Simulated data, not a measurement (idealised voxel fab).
process module | voxel tone inversion
cross-section cut | 220 nm wide | cells 5 nm
A cross-section is a grid of square cells, given in bands from the top down. A band is one or more rows of cells.
Each band's line starts with the height of the band's top and of its bottom, in nm. Then come its materials from left to right, each with its width in nm. One material with "throughout" fills the band from edge to edge. "air" is empty space.
Height 0 is the level under which the wafer as received is all one material. The lowest band goes on downwards, as in "0 down".
A width such as "30 to 40" changes by the same amount from each row of cells to the next, from the band's top row to its bottom row.
"no change" after a step means that no cell of the cross-section changed.
closed voids: empty space of 8 cells or more with no open way to the top, each as width x height at its distance from the left edge, in nm
after a step's settings: what the simulator itself notes on the step
overlay nm, on a step with a mask: how far to the right of its planned place the mask lay; to the left if negative
plan
1 op RECEIVE | material Si
2 op CONFORMAL_DEP | material SiN | thk nm 5
3 op DIRECTIONAL_DEP | material aC | thk nm 20
4 op PATTERN | tone cover | mask id POSTS | material resist | width nm 15 | pitch nm 40 | thk nm 30 | overlay nm 0
5 op DIRECTIONAL_ETCH | etch materials aC | depth nm 20
6 op STRIP | etch materials resist
7 op FILL_DEP | material lowk | thk nm 5
8 op CMP | height nm 25
9 op STRIP | etch materials aC
10 op CONFORMAL_DEP | material TiN | thk nm 5
11 op FILL_DEP | material Cu | thk nm 10
12 op CMP | height nm 25
13 op CONFORMAL_DEP | material SiCN | thk nm 5
varied across the wafers: width nm of step 4. The plan shows the first wafer's value. All wafers start alike
first wafer as received, after step 1
  0 down: Si throughout
  closed voids: none
each wafer at the end: cells of each material gained (+) or lost (-) since it was received, then its closed voids
width nm 15 | +6 Cu | +44 SiCN | +44 SiN | +18 TiN | +152 lowk | closed voids: none
width nm 20 | +12 Cu | +44 SiCN | +44 SiN | +20 TiN | +144 lowk | closed voids: none
width nm 25 | +18 Cu | +44 SiCN | +44 SiN | +22 TiN | +136 lowk | closed voids: none
